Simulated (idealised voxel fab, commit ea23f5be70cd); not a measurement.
process module | voxel self aligned vias
Displayed cross-section: cut, width of 200 nm, square cells sized 5 nm.
A cross-section in this document is a grid of square cells, and it is written down as bands, the top band listed before the ones below it; a band is made up of one or more rows of cells. It is stipulated that each band's entry specify, in nanometres, the height of the top of the band and then that of its bottom, followed by the materials of the band in left-to-right sequence, each together with its width in nanometres. A single material marked by the word "everywhere" is understood to fill the band from edge to edge; the word "empty" is understood to denote empty space. Basically, 0 is our baseline, since under it the wafer straight out of the box is all one material. The bottom band has no lower end and keeps on going down, so it looks like "z 0 and below". A width such as "30 to 40" changes by the same amount from each row of cells to the next, from the band's top row to its bottom row. Given "no change occurred" for a step, no cell of the cross-section differs between before and after that step. In the "Voids lacking openings" entry, you get each enclosed empty space of 8 cells or more, one with no open way to the top, written width x height at distance, distance from the left edge, in nm. The remark found on a step's line after its settings is issued by the simulator itself and pertains to that step. What "overlay nm" on a step's line means: if the step has a mask, that mask lay this far to the right of its planned place, or, when the value is negative, to the left.
INTENDED PROCESS STEPS
- 1: RECEIVE, material Si
- 2: CONFORMAL_DEP, material SiO2, thk nm 15
- 3: CONFORMAL_DEP, material SiCN, thk nm 5
- 4: DIRECTIONAL_DEP, material SiO2, thk nm 20
- 5: DIRECTIONAL_DEP, material aC, thk nm 10
- 6: PATTERN, tone open, mask id LINES, material resist, width nm 20, pitch nm 65, thk nm 25, overlay nm -15
- 7: DIRECTIONAL_ETCH, etch materials aC, depth nm 10
- 8: STRIP, etch materials resist
- 9: DIRECTIONAL_ETCH, etch materials SiO2, depth nm 20
- 10: STRIP, etch materials aC
- 11: CONFORMAL_DEP, material TiN, thk nm 5
- 12: FILL_DEP, material Ru, thk nm 5
- 13: CMP, height nm 40
- 14: SELECTIVE_ETCH, etch materials W Ru TiN, depth nm 10
- 15: FILL_DEP, material SiN, thk nm 5
- 16: CMP, height nm 40
- 17: DIRECTIONAL_DEP, material SiO2, thk nm 20
- 18: PATTERN, tone open, mask id VIAS, material resist, width nm 40, pitch nm 65, thk nm 20, overlay nm 0
- 19: DIRECTIONAL_ETCH, etch materials SiO2, depth nm 20
- 20: DIRECTIONAL_ETCH, etch materials SiN, depth nm 10
- 21: STRIP, etch materials resist
- 22: CONFORMAL_DEP, material TiN, thk nm 5
- 23: FILL_DEP, material W, thk nm 10
- 24: CMP, height nm 60
- 25: CONFORMAL_DEP, material SiN, thk nm 5
Same starting wafers, different overlay nm at step 6. Plan value belongs to the first wafer.
SO THIS IS THE FIRST OF SEVERAL WAFERS, CROSS-SECTIONED AS IT CAME TO US, MEANING IT'S AT THE END OF STEP 1
	z 0 and below  Si everywhere
	Voids lacking openings: none
AT THE END OF THE MODULE, AFTER ITS LAST STEP, STEP 25, THE FIRST OF SEVERAL WAFERS APPEARS IN CROSS-SECTION AS FOLLOWS
	z 65 to 60  SiN everywhere
	z 60 to 45  SiO2: 45 | TiN: 5 | W: 30 | TiN: 5 | SiO2: 25 | TiN: 5 | W: 30 | TiN: 5 | SiO2: 50
	z 45 to 40  SiO2: 45 | TiN: 5 | W: 5 | TiN: 30 | SiO2: 25 | TiN: 5 | W: 5 | TiN: 30 | SiO2: 50
	z 40 to 35  SiO2: 40 | SiN: 5 | TiN: 5 | W: 5 | TiN: 5 | SiO2: 45 | SiN: 5 | TiN: 5 | W: 5 | TiN: 5 | SiO2: 75
	z 35 to 30  SiO2: 40 | SiN: 5 | TiN: 15 | SiO2: 45 | SiN: 5 | TiN: 15 | SiO2: 75
	z 30 to 25  SiO2: 40 | TiN: 5 | Ru: 10 | TiN: 5 | SiO2: 45 | TiN: 5 | Ru: 10 | TiN: 5 | SiO2: 75
	z 25 to 20  SiO2: 40 | TiN: 20 | SiO2: 45 | TiN: 20 | SiO2: 75
	z 20 to 15  SiCN everywhere
	z 15 to 0  SiO2 everywhere
	z 0 and below  Si everywhere
	Voids lacking openings: none
AT THE END OF THE MODULE, THE LAST OF SEVERAL WAFERS IN CROSS-SECTION
	z 65 to 60  SiN everywhere
	z 60 to 45  SiO2: 45 | TiN: 5 | W: 30 | TiN: 5 | SiO2: 25 | TiN: 5 | W: 30 | TiN: 5 | SiO2: 50
	z 45 to 40  SiO2: 45 | TiN: 30 | W: 5 | TiN: 5 | SiO2: 25 | TiN: 30 | W: 5 | TiN: 5 | SiO2: 50
	z 40 to 35  SiO2: 70 | TiN: 5 | W: 5 | TiN: 5 | SiN: 5 | SiO2: 45 | TiN: 5 | W: 5 | TiN: 5 | SiN: 5 | SiO2: 45
	z 35 to 30  SiO2: 70 | TiN: 15 | SiN: 5 | SiO2: 45 | TiN: 15 | SiN: 5 | SiO2: 45
	z 30 to 25  SiO2: 70 | TiN: 5 | Ru: 10 | TiN: 5 | SiO2: 45 | TiN: 5 | Ru: 10 | TiN: 5 | SiO2: 45
	z 25 to 20  SiO2: 70 | TiN: 20 | SiO2: 45 | TiN: 20 | SiO2: 45
	z 20 to 15  SiCN everywhere
	z 15 to 0  SiO2 everywhere
	z 0 and below  Si everywhere
	Voids lacking openings: none
BELOW, A ROW FOR EVERY WAFER. READ IT AS THE END-OF-MODULE PICTURE: FOR EACH MATERIAL THE WAFER SHOWS ITS CELLS GAINED (+) OR LOST (-) SINCE IT WAS RECEIVED, AND THEN ITS CLOSED VOIDS
overlay nm -15 | +4 Ru | +40 SiCN | +44 SiN | +344 SiO2 | +48 TiN | +40 W | Voids lacking openings: none
overlay nm -10 | +4 Ru | +40 SiCN | +40 SiN | +344 SiO2 | +48 TiN | +44 W | Voids lacking openings: none
overlay nm -5 | +4 Ru | +40 SiCN | +40 SiN | +344 SiO2 | +48 TiN | +44 W | Voids lacking openings: none
overlay nm 0 | +4 Ru | +40 SiCN | +40 SiN | +344 SiO2 | +48 TiN | +44 W | Voids lacking openings: none
overlay nm 5 | +4 Ru | +40 SiCN | +40 SiN | +344 SiO2 | +48 TiN | +44 W | Voids lacking openings: none
overlay nm 10 | +4 Ru | +40 SiCN | +40 SiN | +344 SiO2 | +48 TiN | +44 W | Voids lacking openings: none
overlay nm 15 | +4 Ru | +40 SiCN | +44 SiN | +344 SiO2 | +48 TiN | +40 W | Voids lacking openings: none
